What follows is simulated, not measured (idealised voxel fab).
process module | voxel self aligned contacts
cross-section cut | 270 nm wide | cells 5 nm
A cross-section is a grid of square cells, given in bands from the top down. A band is one or more rows of cells.
Each band's line starts with the height of the band's top and of its bottom, in nm. Then come its materials from left to right, each with its width in nm. One material with "throughout" fills the band from edge to edge. "air" is empty space.
Height 0 is the level under which the wafer as received is all one material. The lowest band goes on downwards, as in "0 down".
A width such as "30 to 40" changes by the same amount from each row of cells to the next, from the band's top row to its bottom row.
"no change" after a step means that no cell of the cross-section changed.
closed voids: empty space of 8 cells or more with no open way to the top, each as width x height at its distance from the left edge, in nm
after a step's settings: what the simulator itself notes on the step
overlay nm, on a step with a mask: how far to the right of its planned place the mask lay; to the left if negative
plan
1 op RECEIVE | material Si
2 op OXIDIZE | depth nm 5
3 op DIRECTIONAL_DEP | material polySi | thk nm 20
4 op DIRECTIONAL_DEP | material SiN | thk nm 25
5 op PATTERN | tone cover | mask id GATE | material resist | width nm 35 | pitch nm 75 | thk nm 15 | overlay nm 0
6 op DIRECTIONAL_ETCH | etch materials SiN | depth nm 25
7 op DIRECTIONAL_ETCH | etch materials polySi | depth nm 20
8 op STRIP | etch materials resist
9 op CONFORMAL_DEP | material SiN | thk nm 10
10 op DIRECTIONAL_ETCH | etch materials SiN | depth nm 10
11 op FILL_DEP | material SiO2 | thk nm 20
12 op CMP | height nm 55
13 op MASKED_ETCH | tone open | mask id CONTACT | width nm 50 | etch materials SiO2 | depth nm 60 | overlay nm 0
14 op CONFORMAL_DEP | material TiN | thk nm 5
15 op FILL_DEP | material Ru | thk nm 5
16 op CMP | height nm 55
17 op CONFORMAL_DEP | material SiCN | thk nm 5
as received, after step 1
  0 down: Si throughout
  closed voids: none
a wafer at the end: this start, this plan, one mistake
  60 to 55: SiCN throughout
  55 to 45: SiO2 110 | TiN 5 to 10 | Ru 40 to 10 | TiN 5 to 30 | SiO2 110
  45 to 20: SiO2 60 | SiN 55 | TiN 5 | Ru 10 | TiN 5 | SiN 55 | SiO2 80
  20 to 0: SiO2 60 | SiN 10 | polySi 35 | SiN 10 | TiN 5 | Ru 10 | TiN 5 | SiN 10 | polySi 35 | SiN 10 | SiO2 80
  0 to -5: SiO2 115 | TiN 20 | SiO2 135
  -5 down: Si throughout
  closed voids: none
what went wrong: step 5 ran as: op PATTERN | tone cover | mask id GATE | material resist | width nm 35 | pitch nm 75 | thk nm 15 | overlay nm -10
